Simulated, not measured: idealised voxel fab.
The following is a process module called voxel released beams.
Displayed cross-section: cut, width of 270 nm, square cells sized 5 nm.
The cross-sections in this document take the form of a grid made of square cells. They are written out as bands, in order from top to bottom. Each band consists of one or more rows of cells.
Heights first: top, then bottom, in nm. Then materials, left to right, each with a width in nm. "all across" on a single material: fills the band edge to edge. "air": empty space.
A quick word on heights: they are counted from 0, and under that level the wafer as it came to us is one material throughout. The lowest band is different from the rest in having no bottom; it simply continues downward, written as in "from 0 down".
The notation "30 to 40" denotes a width that varies across the rows of cells in the band, beginning at the first number in the top row, finishing at the second number in the bottom row, and changing by an identical amount from each row to the next.
"same as before" -> step changed no cross-section cell.
"Catalogued sealed voids" specifies each empty space that is not open to the top and that occupies no fewer than 8 cells, using the form width x height at distance, the distance measured from the left edge and all three quantities in nm.
Anything after a step's settings on that line? It's the simulator's own note about the step.
overlay nm: mask offset rightward from planned place, masked step; negative means leftward offset.
-- Here's what the planned process steps look like
1) op RECEIVE | material Si
2) op CONFORMAL_DEP | material Al2O3 | thk nm 10
3) op DIRECTIONAL_DEP | material SiO2 | thk nm 15
4) op PATTERN | tone open | mask id ANCHOR | material resist | width nm 40 | thk nm 15 | overlay nm 0
5) op DIRECTIONAL_ETCH | etch materials SiO2 | depth nm 15
6) op STRIP | etch materials resist
7) op CONFORMAL_DEP | material polySi | thk nm 15
8) op PATTERN | tone cover | mask id BEAM | material resist | width nm 125 | thk nm 20 | overlay nm 0
9) op DIRECTIONAL_ETCH | etch materials polySi | depth nm 15
10) op STRIP | etch materials resist
11) op STRIP | etch materials SiO2
-- As-received state of the wafer in cross-section, equivalent to post-step 1
* from 0 down  Si all across
* Catalogued sealed voids: none
-- Same starting wafer, same plan as above, one mistake in the execution; this is the cross-section at the end of the module
* from 30 to 15  air: 70 / polySi: 20 / air: 10 / polySi: 95 / air: 75
* from 15 to 0  air: 75 / polySi: 40 / air: 155
* from 0 down  Si all across
* Catalogued sealed voids: none
Deviation noted in wafer processing: step 2 was left out
